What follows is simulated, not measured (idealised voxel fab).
process module | voxel released beams
cross-section cut | 255 nm wide | cells 5 nm
A cross-section is a grid of square cells, given in bands from the top down. A band is one or more rows of cells.
Each band's line starts with the height of the band's top and of its bottom, in nm. Then come its materials from left to right, each with its width in nm. One material with "throughout" fills the band from edge to edge. "air" is empty space.
Height 0 is the level under which the wafer as received is all one material. The lowest band goes on downwards, as in "0 down".
A width such as "30 to 40" changes by the same amount from each row of cells to the next, from the band's top row to its bottom row.
"no change" after a step means that no cell of the cross-section changed.
closed voids: empty space of 8 cells or more with no open way to the top, each as width x height at its distance from the left edge, in nm
after a step's settings: what the simulator itself notes on the step
overlay nm, on a step with a mask: how far to the right of its planned place the mask lay; to the left if negative
plan
1 op RECEIVE | material Si
2 op CONFORMAL_DEP | material SiN | thk nm 5
3 op DIRECTIONAL_DEP | material SiO2 | thk nm 15
4 op DIRECTIONAL_DEP | material aC | thk nm 10
5 op PATTERN | tone open | mask id ANCHOR | material resist | width nm 35 | thk nm 30 | overlay nm 0
6 op DIRECTIONAL_ETCH | etch materials aC | depth nm 10
7 op STRIP | etch materials resist
8 op DIRECTIONAL_ETCH | etch materials SiO2 | depth nm 15
9 op STRIP | etch materials aC
10 op CONFORMAL_DEP | material TiN | thk nm 15
11 op DIRECTIONAL_DEP | material aC | thk nm 10
12 op PATTERN | tone cover | mask id BEAM | material resist | width nm 80 | thk nm 25 | overlay nm 0
13 op DIRECTIONAL_ETCH | etch materials aC | depth nm 10
14 op STRIP | etch materials resist
15 op DIRECTIONAL_ETCH | etch materials TiN | depth nm 15
16 op STRIP | etch materials aC
17 op STRIP | etch materials SiO2
as received, after step 1
  0 down: Si throughout
  closed voids: none
a wafer at the end: this start, this plan, one mistake
  45 to 30: air 85 | TiN 80 | air 90
  30 to 20: TiN throughout
  20 to 5: SiO2 throughout
  5 to 0: SiN throughout
  0 down: Si throughout
  closed voids: none
what went wrong: step 4 ran as: op DIRECTIONAL_DEP | material TiN | thk nm 10
